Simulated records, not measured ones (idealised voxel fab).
The document below concerns the process module designated voxel ribs on slabs.
Xsec cut, 150 nm wide, square cell size 5 nm.
The cross-sections in this document take the form of a grid made of square cells. They are written out as bands, in order from top to bottom. Each band consists of one or more rows of cells. Basically the band line says how high the top is and how high the bottom is, in nm, and then what's in it from left to right, every material with its width in nm. Empty space shows up as "blank", and if a single material carries "all across" it runs the full band edge to edge. Note: height 0 marks the level under which the wafer is uniformly one material as received. Lowest band unbounded below, written "0 and below". A width given as "30->40" starts at the first number in the band's top row and ends at the second number in its bottom row, shifting by an equal amount at every step from row to row. Any step labelled "everything unchanged" changed none of the cells in the cross-section. If an empty space has no open way to the top and is at least 8 cells in size, "Enclosed voids" lists it, written width x height at distance, where distance is measured from the left edge and every value is in nm. Post-settings text on a step line: simulator's own remark regarding the step. The "overlay nm" setting may appear on a step's line; for a step that uses a mask, it gives how far to the right of its planned position the mask lay, and a negative value indicates the left.
## Steps planned for the process
| 1 | RECEIVE, material Si |
| 2 | DIRECTIONAL_DEP, material SiO2, thk nm 20 |
| 3 | DIRECTIONAL_DEP, material SiN, thk nm 25 |
| 4 | PATTERN, tone cover, mask id RIB, material resist, width nm 30, thk nm 20, overlay nm 0 |
| 5 | DIRECTIONAL_ETCH, etch materials SiN, depth nm 10 |
| 6 | STRIP, etch materials resist |
| 7 | PATTERN, tone cover, mask id SLAB, material resist, width nm 80, thk nm 20, overlay nm 0 |
| 8 | DIRECTIONAL_ETCH, etch materials SiN, depth nm 15 |
| 9 | STRIP, etch materials resist |
| 10 | FILL_DEP, material SiO2, thk nm 30 |
| 11 | CMP, height nm 65 |
| 12 | DIRECTIONAL_DEP, material W, thk nm 5 |
| 13 | MASKED_ETCH, tone cover, mask id HEATER, width nm 40, etch materials W, depth nm 5, overlay nm 0 |
| 14 | CONFORMAL_DEP, material SiO2, thk nm 5 |
## Cross-sectional view of the wafer in its as-received condition, corresponding to the state after step 1
0 and below: Si all across
Enclosed voids: none
## First wafer of two, sectioned at end of module; run went per plan
75 down to 70: blank: 50, SiO2: 50, blank: 50
70 down to 65: SiO2: 55, W: 40, SiO2: 55
65 down to 45: SiO2 all across
45 down to 35: SiO2: 60, SiN: 30, SiO2: 60
35 down to 20: SiO2: 35, SiN: 80, SiO2: 35
20 down to 0: SiO2 all across
0 and below: Si all across
Enclosed voids: none
## Cross-section, wafer two of two, end of module: same start and plan as wafer one, one error in execution
75 down to 70: blank: 45, SiO2: 60, blank: 45
70 down to 65: SiO2: 50, W: 50, SiO2: 50
65 down to 45: SiO2 all across
45 down to 35: SiO2: 60, SiN: 30, SiO2: 60
35 down to 20: SiO2: 35, SiN: 80, SiO2: 35
20 down to 0: SiO2 all across
0 and below: Si all across
Enclosed voids: none
Want to know what went wrong? step 13 was processed under conditions differing from the plan, specifically as MASKED_ETCH, tone cover, mask id HEATER, width nm 50, etch materials W, depth nm 5, overlay nm 0
Count the cells at the end and the second wafer has more or fewer of some materials than the first: +2 W
